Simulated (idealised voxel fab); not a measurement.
Title: Process Module voxel wiring stack
The width of the displayed cross-section, cut, is 275 nm; its cells are square, with a size of 5 nm.
Throughout this document, each cross-section is represented as a grid of square cells and is presented as a sequence of bands enumerated from the top downward, where a band comprises one or more rows of cells. Basically the band line says how high the top is and how high the bottom is, in nm, and then what's in it from left to right, every material with its width in nm. Empty space shows up as "empty", and if a single material carries "all across" it runs the full band edge to edge. Heads up on the height convention: 0 is the point under which the incoming wafer is all one material, and the lowest band has no bottom, it just keeps going down, like "0..down". It should be noted that a width expressed as "30->40" varies in equal increments from row to row of cells within the band, taking the value of the first number at the top row and that of the second number at the bottom row. Given "stayed the same" for a step, no cell of the cross-section differs between before and after that step. If an empty space has no open way to the top and is at least 8 cells in size, "Voids lacking openings" lists it, written width x height at distance, where distance is measured from the left edge and every value is in nm. The remark found on a step's line after its settings is issued by the simulator itself and pertains to that step. What "overlay nm" on a step's line means: if the step has a mask, that mask lay this far to the right of its planned place, or, when the value is negative, to the left.
# Intended process steps
1) RECEIVE,material Si
2) CONFORMAL_DEP,material SiO2,thk nm 15
3) DIRECTIONAL_DEP,material TiN,thk nm 5
4) DIRECTIONAL_DEP,material Ru,thk nm 25
5) PATTERN,tone cover,mask id METAL_1,material resist,width nm 25,pitch nm 40,thk nm 20,overlay nm 0
6) DIRECTIONAL_ETCH,etch materials Ru,depth nm 25
7) DIRECTIONAL_ETCH,etch materials TiN,depth nm 5
8) STRIP,etch materials resist
9) FILL_DEP,material lowk,thk nm 10
10) CMP,height nm 45
11) CONFORMAL_DEP,material SiCN,thk nm 5
12) DIRECTIONAL_DEP,material SiO2,thk nm 30
13) DIRECTIONAL_DEP,material aC,thk nm 10
14) PATTERN,tone open,mask id METAL_2,material resist,width nm 25,pitch nm 40,thk nm 30,overlay nm 0
15) DIRECTIONAL_ETCH,etch materials aC,depth nm 10
16) STRIP,etch materials resist
17) DIRECTIONAL_ETCH,etch materials SiO2,depth nm 20
18) STRIP,etch materials aC
19) DIRECTIONAL_DEP,material aC,thk nm 15
20) PATTERN,tone open,mask id METAL_2_HOLES,material resist,width nm 15,pitch nm 80,thk nm 35,overlay nm 0
21) DIRECTIONAL_ETCH,etch materials aC,depth nm 15
22) STRIP,etch materials resist
23) DIRECTIONAL_ETCH,etch materials SiO2,depth nm 10
24) DIRECTIONAL_ETCH,etch materials SiCN,depth nm 5
25) STRIP,etch materials aC
26) CONFORMAL_DEP,material TiN,thk nm 5
27) FILL_DEP,material Cu,thk nm 10
28) CMP,height nm 80
29) CONFORMAL_DEP,material SiCN,thk nm 5
30) DIRECTIONAL_DEP,material SiO2,thk nm 30
31) PATTERN,tone open,mask id METAL_3,material resist,width nm 25,pitch nm 40,thk nm 15,overlay nm 0
32) DIRECTIONAL_ETCH,etch materials SiO2,depth nm 20
33) STRIP,etch materials resist
34) DIRECTIONAL_DEP,material aC,thk nm 10
35) PATTERN,tone open,mask id METAL_3_HOLES,material resist,width nm 15,pitch nm 80,thk nm 25,overlay nm 0
36) DIRECTIONAL_ETCH,etch materials aC,depth nm 10
37) STRIP,etch materials resist
38) DIRECTIONAL_ETCH,etch materials SiO2,depth nm 10
39) DIRECTIONAL_ETCH,etch materials SiCN,depth nm 5
40) STRIP,etch materials aC
41) CONFORMAL_DEP,material TiN,thk nm 5
42) FILL_DEP,material Ru,thk nm 5
43) CMP,height nm 115
44) CONFORMAL_DEP,material SiCN,thk nm 5
45) DIRECTIONAL_DEP,material SiO2,thk nm 30
46) PATTERN,tone open,mask id METAL_4_HOLES,material resist,width nm 15,pitch nm 40,thk nm 20,overlay nm 0
47) DIRECTIONAL_ETCH,etch materials SiO2,depth nm 30
48) STRIP,etch materials resist
49) PATTERN,tone open,mask id METAL_4,material resist,width nm 25,pitch nm 40,thk nm 20,overlay nm 0
50) DIRECTIONAL_ETCH,etch materials SiO2,depth nm 20
51) DIRECTIONAL_ETCH,etch materials SiCN,depth nm 5
52) STRIP,etch materials resist
53) CONFORMAL_DEP,material TiN,thk nm 5
54) FILL_DEP,material Cu,thk nm 5
55) CMP,height nm 150
56) CONFORMAL_DEP,material SiCN,thk nm 5
# As received (post step 1): cross-section
  0..down = Si all across
  Voids lacking openings: none
# Cross-section at module end, one run error; start and plan unchanged from above
  155..150 = SiCN all across
  150..135 = 85 SiO2; 5 TiN; 15 Cu; 5 TiN; 15 SiO2; 5 TiN; 15 Cu; 5 TiN; 15 SiO2; 5 TiN; 15 Cu; 5 TiN; 85 SiO2
  135..125 = 85 SiO2; 5 TiN; 5 Cu; 15->5 TiN; 15->25 SiO2; 5 TiN; 5 Cu; 15->5 TiN; 15->25 SiO2; 5 TiN; 5 Cu; 15->5 TiN; 85->95 SiO2
  125..120 = 85 SiO2; 15 TiN; 25 SiO2; 15 TiN; 25 SiO2; 15 TiN; 95 SiO2
  120..115 = 90 SiCN; 10 TiN; 30 SiCN; 10 TiN; 30 SiCN; 10 TiN; 95 SiCN
  115..100 = 85 SiO2; 5 TiN; 15 Ru; 5 TiN; 15 SiO2; 5 TiN; 15 Ru; 5 TiN; 15 SiO2; 5 TiN; 15 Ru; 5 TiN; 85 SiO2
  100..95 = 85 SiO2; 5 TiN; 5 Ru; 15 TiN; 15 SiO2; 25 TiN; 15 SiO2; 5 TiN; 5 Ru; 15 TiN; 85 SiO2
  95..85 = 85 SiO2; 5 TiN; 5 Ru; 5 TiN; 65 SiO2; 5 TiN; 5 Ru; 5 TiN; 95 SiO2
  85..80 = 85 SiCN; 15 TiN; 65 SiCN; 15 TiN; 95 SiCN
  80..65 = 85 SiO2; 5 TiN; 15 Cu; 5 TiN; 15 SiO2; 5 TiN; 15 Cu; 5 TiN; 15 SiO2; 5 TiN; 15 Cu; 5 TiN; 85 SiO2
  65..60 = 85 SiO2; 5 TiN; 5 Cu; 15 TiN; 15 SiO2; 25 TiN; 15 SiO2; 5 TiN; 5 Cu; 15 TiN; 85 SiO2
  60..50 = 85 SiO2; 5 TiN; 5 Cu; 5 TiN; 65 SiO2; 5 TiN; 5 Cu; 5 TiN; 95 SiO2
  50..45 = 85 SiCN; 15 TiN; 65 SiCN; 15 TiN; 95 SiCN
  45..20 = 85 lowk; 25 Ru; 15 lowk; 25 Ru; 15 lowk; 25 Ru; 85 lowk
  20..15 = 85 lowk; 25 TiN; 15 lowk; 25 TiN; 15 lowk; 25 TiN; 85 lowk
  15..0 = SiO2 all across
  0..down = Si all across
  Voids lacking openings: none
The mistake made against the process plan was this: in deviation from the planned setting, step 49 was conducted as PATTERN,tone open,mask id METAL_4,material resist,width nm 20,pitch nm 40,thk nm 20,overlay nm 0
